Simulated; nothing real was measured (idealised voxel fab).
Name of the process module below: voxel air gaps
For reference, the cross-section in this document is cut, with width 265 nm and square cells of 5 nm.
Notation: cross-section as square-cell grid; stated in bands, top first, going down; one or more cell rows per band. This entry defines a band. It first specifies the height of the band's top and the height of its bottom in nm, and then specifies the band's materials from left to right, stating each material with its width in nm. The word "full width" identifies a single material that fills the band from edge to edge, while the word "air" identifies empty space. A quick word on heights: they are counted from 0, and under that level the wafer as it came to us is one material throughout. The lowest band is different from the rest in having no bottom; it simply continues downward, written as in "0 -> down". Width spec "30..40" -> top row of cells at first value, bottom row at second value, equal per-row change in between. Step marked "nothing different"? Then no cell in the cross-section changed in it. The label "Sealed cavities" introduces a list of the empty spaces, 8 cells or larger, that have no open way up to the top; each entry in it reads width x height at distance, where the distance is taken from the left edge and all three are stated in nm. Heads up: the bit after the settings on a step's line is the simulator's remark on that step. "overlay nm" answers the question of how far to the right of plan the mask lay on a step that has a mask, and when it is negative the answer is to the left. Heads up before you read on: it's before/after pairs around one process step each, after side only down to the lowest band that changed, step plus settings under the pair. Pairs can be from different runs of this module, same starting wafer, so only chain a pair onto the one above if its "Status before step" entry says so.
# Status before step
* 20 -> 15 = SiCN full width
* 15 -> 0 = SiO2 full width
* 0 -> down = Si full width
* Sealed cavities: none
# As Processed
* 55 -> 20 = SiO2 full width
* For the remainder of the cross-section, below 20, there is no change.
* Sealed cavities: none
Q: step between the cross-sections above? A: DIRECTIONAL_DEP [material SiO2] [thk nm 35]
Status before step: = after-state of the pair above.
# As Processed
* 60 -> 55 = TiN full width
* For the remainder of the cross-section, below 55, there is no change.
* Sealed cavities: none
Q: step between the cross-sections above? A: CONFORMAL_DEP [material TiN] [thk nm 5]
Status before step: = after-state of the pair above.
# As Processed
* 65 -> 60 = Ru full width
* For the remainder of the cross-section, below 60, there is no change.
* Sealed cavities: none
Q: step between the cross-sections above? A: FILL_DEP [material Ru] [thk nm 5]
Status before step: = after-state of the pair above.
# As Processed
* 55 -> 20 = SiO2 full width
* For the remainder of the cross-section, below 20, there is no change.
* Sealed cavities: none
Q: step between the cross-sections above? A: CMP [height nm 55]
Status before step: = after-state of the pair above.
# As Processed
* 60 -> 55 = SiCN full width
* For the remainder of the cross-section, below 55, there is no change.
* Sealed cavities: none
Q: step between the cross-sections above? A: CONFORMAL_DEP [material SiCN] [thk nm 5]
# Status before step
* 55 -> 20 = lowk full width
* 20 -> 15 = SiCN full width
* 15 -> 0 = SiO2 full width
* 0 -> down = Si full width
* Sealed cavities: none
# As Processed
* 55 -> 20 = 70 nm air, then 20 nm lowk, then 30 nm air, then 20 nm lowk, then 30 nm air, then 20 nm lowk, then 75 nm air
* For the remainder of the cross-section, below 20, there is no change.
* Sealed cavities: none
Q: step between the cross-sections above? A: MASKED_ETCH [tone cover] [mask id LINES] [width nm 20] [pitch nm 50] [etch materials lowk] [depth nm 35] [overlay nm 0]
Status before step: = after-state of the pair above.
# As Processed
* 60 -> 55 = 65 nm air, then 30 nm TiN, then 20 nm air, then 30 nm TiN, then 20 nm air, then 30 nm TiN, then 70 nm air
* 55 -> 25 = 65 nm air, then 5 nm TiN, then 20 nm lowk, then 5 nm TiN, then 20 nm air, then 5 nm TiN, then 20 nm lowk, then 5 nm TiN, then 20 nm air, then 5 nm TiN, then 20 nm lowk, then 5 nm TiN, then 70 nm air
* 25 -> 20 = 70 nm TiN, then 20 nm lowk, then 30 nm TiN, then 20 nm lowk, then 30 nm TiN, then 20 nm lowk, then 75 nm TiN
* For the remainder of the cross-section, below 20, there is no change.
* Sealed cavities: none
Q: step between the cross-sections above? A: CONFORMAL_DEP [material TiN] [thk nm 5]
Status before step: = after-state of the pair above.
# As Processed
* 65 -> 60 = Ru full width
* 60 -> 55 = 65 nm Ru, then 30 nm TiN, then 20 nm Ru, then 30 nm TiN, then 20 nm Ru, then 30 nm TiN, then 70 nm Ru
* 55 -> 25 = 65 nm Ru, then 5 nm TiN, then 20 nm lowk, then 5 nm TiN, then 20 nm Ru, then 5 nm TiN, then 20 nm lowk, then 5 nm TiN, then 20 nm Ru, then 5 nm TiN, then 20 nm lowk, then 5 nm TiN, then 70 nm Ru
* For the remainder of the cross-section, below 25, there is no change.
* Sealed cavities: none
Q: step between the cross-sections above? A: FILL_DEP [material Ru] [thk nm 5]
Status before step: = after-state of the pair above.
# As Processed
* 55 -> 25 = 65 nm Ru, then 5 nm TiN, then 20 nm lowk, then 5 nm TiN, then 20 nm Ru, then 5 nm TiN, then 20 nm lowk, then 5 nm TiN, then 20 nm Ru, then 5 nm TiN, then 20 nm lowk, then 5 nm TiN, then 70 nm Ru
* For the remainder of the cross-section, below 25, there is no change.
* Sealed cavities: none
Q: step between the cross-sections above? A: CMP [height nm 55]
Status before step: = after-state of the pair above.
# As Processed
* 65 -> 55 = Ru full width
* For the remainder of the cross-section, below 55, there is no change.
* Sealed cavities: none
Q: step between the cross-sections above? A: EPI [material Ru] [thk nm 10]
Status before step: = after-state of the pair above.
# As Processed
* 70 -> 65 = SiCN full width
* For the remainder of the cross-section, below 65, there is no change.
* Sealed cavities: none
Q: step between the cross-sections above? A: CONFORMAL_DEP [material SiCN] [thk nm 5]
